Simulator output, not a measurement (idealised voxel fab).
This section sets out a process module, namely voxel tone inversion.
This is section cut - it's 145 nm across, gridded in 5 nm square cells.
Bands, listed from the top down, are how a cross-section gets written in this document; the cross-section itself is a grid of square cells, and a band is one or more rows of them.
Within each band entry, the heights of the top and of the bottom of the band appear first, in that order and in nm; the materials of the band then follow from left to right, each with its corresponding width in nm. The designation "everywhere" on a single material indicates that it fills the band from edge to edge; the designation "air" indicates empty space.
The reference from which all heights are counted is 0, the level beneath which the as-received wafer is entirely one material; the lowest band, having no lower bound, proceeds downward and is written after the example "from 0 down".
A width such as "30->40" changes by the same amount from each row of cells to the next, from the band's top row to its bottom row.
Reading "nothing changed" for a step: not a cell of the cross-section changed in it.
"Closed void catalog" contains a list of empty spaces, each no smaller than 8 cells and without an open way to the top, written in the form width x height at distance with the distance from the left edge and all three in nm.
If you see something after the settings on a step's line, that's the simulator's own remark about that step.
"overlay nm" answers the question of how far to the right of plan the mask lay on a step that has a mask, and when it is negative the answer is to the left.
### Below is the list of planned process steps
1 RECEIVE (material Si)
2 CONFORMAL_DEP (material SiN; thk nm 5)
3 DIRECTIONAL_DEP (material aC; thk nm 25)
4 PATTERN (tone cover; mask id POSTS; material resist; width nm 15; pitch nm 35; thk nm 30; overlay nm 0)
5 DIRECTIONAL_ETCH (etch materials aC; depth nm 25)
6 STRIP (etch materials resist)
7 FILL_DEP (material lowk; thk nm 5)
8 CMP (height nm 30)
9 STRIP (etch materials aC)
10 CONFORMAL_DEP (material TiN; thk nm 5)
11 FILL_DEP (material W; thk nm 5)
12 CMP (height nm 30)
13 CONFORMAL_DEP (material SiN; thk nm 5)
### Step 1 complete: cross-section of the wafer as received
	from 0 down = Si everywhere
	Closed void catalog: none
### Cross-section, end of module. Start: as above. Plan: as above. Execution: one mistake
	from 35 to 30 = SiN everywhere
	from 30 to 10 = lowk 30 | TiN 5 | W 10 | TiN 5 | lowk 15 | TiN 5 | W 10 | TiN 5 | lowk 15 | TiN 5 | W 10 | TiN 5 | lowk 25
	from 10 to 5 = lowk 30 | TiN 20 | lowk 15 | TiN 20 | lowk 15 | TiN 20 | lowk 25
	from 5 to 0 = SiN everywhere
	from 0 down = Si everywhere
	Closed void catalog: none
The mistake made against the process plan was this: off-plan run, step 4, actual operation and settings PATTERN (tone cover; mask id POSTS; material resist; width nm 20; pitch nm 35; thk nm 30; overlay nm 0)
